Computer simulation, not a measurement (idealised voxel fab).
process module | voxel self aligned vias
cross-section cut | 180 nm wide | cells 5 nm
A cross-section is a grid of square cells, given in bands from the top down. A band is one or more rows of cells.
Each band's line starts with the height of the band's top and of its bottom, in nm. Then come its materials from left to right, each with its width in nm. One material with "throughout" fills the band from edge to edge. "air" is empty space.
Height 0 is the level under which the wafer as received is all one material. The lowest band goes on downwards, as in "0 down".
A width such as "30 to 40" changes by the same amount from each row of cells to the next, from the band's top row to its bottom row.
"no change" after a step means that no cell of the cross-section changed.
closed voids: empty space of 8 cells or more with no open way to the top, each as width x height at its distance from the left edge, in nm
after a step's settings: what the simulator itself notes on the step
overlay nm, on a step with a mask: how far to the right of its planned place the mask lay; to the left if negative
plan
1 op RECEIVE | material Si
2 op CONFORMAL_DEP | material SiO2 | thk nm 10
3 op CONFORMAL_DEP | material SiCN | thk nm 5
4 op DIRECTIONAL_DEP | material SiO2 | thk nm 25
5 op PATTERN | tone open | mask id LINES | material resist | width nm 30 | pitch nm 55 | thk nm 20 | overlay nm 0
6 op DIRECTIONAL_ETCH | etch materials SiO2 | depth nm 25
7 op STRIP | etch materials resist
8 op CONFORMAL_DEP | material TiN | thk nm 5
9 op FILL_DEP | material W | thk nm 10
10 op CMP | height nm 40
11 op SELECTIVE_ETCH | etch materials W Ru TiN | depth nm 10
12 op FILL_DEP | material SiN | thk nm 5
13 op CMP | height nm 40
14 op DIRECTIONAL_DEP | material SiO2 | thk nm 20
15 op PATTERN | tone open | mask id VIAS | material resist | width nm 40 | pitch nm 55 | thk nm 20 | overlay nm 0
16 op DIRECTIONAL_ETCH | etch materials SiO2 | depth nm 20
17 op DIRECTIONAL_ETCH | etch materials SiN | depth nm 10
18 op STRIP | etch materials resist
19 op CONFORMAL_DEP | material TiN | thk nm 5
20 op FILL_DEP | material Cu | thk nm 5
21 op CMP | height nm 60
22 op CONFORMAL_DEP | material SiN | thk nm 5
as received, after step 1
  0 down: Si throughout
  closed voids: none
a wafer at the end: this start, this plan, one mistake
  65 to 60: SiN throughout
  60 to 45: SiO2 40 | TiN 5 | Cu 30 | TiN 5 | SiO2 15 | TiN 5 | Cu 30 | TiN 5 | SiO2 45
  45 to 35: SiO2 40 to 45 | TiN 10 to 5 | Cu 20 | TiN 10 to 5 | SiO2 15 to 25 | TiN 10 to 5 | Cu 20 | TiN 10 to 5 | SiO2 45 to 50
  35 to 30: SiO2 45 | TiN 30 | SiO2 25 | TiN 30 | SiO2 50
  30 to 20: SiO2 45 | TiN 5 | W 20 | TiN 5 | SiO2 25 | TiN 5 | W 20 | TiN 5 | SiO2 50
  20 to 15: SiO2 45 | TiN 30 | SiO2 25 | TiN 30 | SiO2 50
  15 to 5: SiO2 throughout
  5 to 0: SiCN throughout
  0 down: Si throughout
  closed voids: none
what went wrong: steps 2 and 3 were swapped
